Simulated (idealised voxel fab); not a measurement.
Process module under the name voxel lift off
Displayed cross-section: cut, width of 195 nm, square cells sized 5 nm.
Think of the cross-section as a grid of square cells. We describe it in bands, top to bottom, and each band covers one or more rows of those cells. Band: top and bottom heights (nm) first, top before bottom; then materials from left to right, widths in nm. "edge to edge" marks a sole material filling the band edge to edge. "empty" denotes empty space. For the purposes of this specification, 0 denotes the height below which the wafer in its as-received condition is composed wholly of one material, and the lowermost band, lacking a lower limit, extends downward without end, as expressed in "0 down". Width spec "30->40" -> top row of cells at first value, bottom row at second value, equal per-row change in between. Take "nothing altered" at face value: in the step it is given for, the cross-section changed in none of its cells. Heads up: "Voids, enclosed" only lists the empty pockets with no open path to the top that are 8 cells or more, and it writes them as width x height at distance, distance from the left edge, in nm. after a step's settings: what the simulator itself notes on the step. overlay nm, on a step with a mask: how far to the right of its planned place the mask lay; to the left if negative.

Listed below are the process steps as planned:
1,RECEIVE [material Si]
2,CONFORMAL_DEP [material SiN] [thk nm 5]
3,PATTERN [tone open] [mask id LINES] [material resist] [width nm 30] [pitch nm 50] [thk nm 15] [overlay nm 0]
4,DIRECTIONAL_DEP [material Ru] [thk nm 5]
5,STRIP [etch materials resist]
6,CONFORMAL_DEP [material SiO2] [thk nm 10]

Cross-sectional view of the wafer in its as-received condition, corresponding to the state after step 1:
	0 down  Si edge to edge
	Voids, enclosed: none

Same starting wafer, same plan as above, one mistake in the execution; this is the cross-section at the end of the module:
	20 to 15  empty 25 nm, SiO2 150 nm, empty 20 nm
	15 to 10  SiO2 edge to edge
	10 to 5  SiO2 35 nm, Ru 30 nm, SiO2 20 nm, Ru 30 nm, SiO2 20 nm, Ru 30 nm, SiO2 30 nm
	5 to 0  SiN edge to edge
	0 down  Si edge to edge
	Voids, enclosed: none
So what did we get wrong on this run? step 3 was processed under conditions differing from the plan, specifically as PATTERN [tone open] [mask id LINES] [material resist] [width nm 30] [pitch nm 50] [thk nm 15] [overlay nm 5]
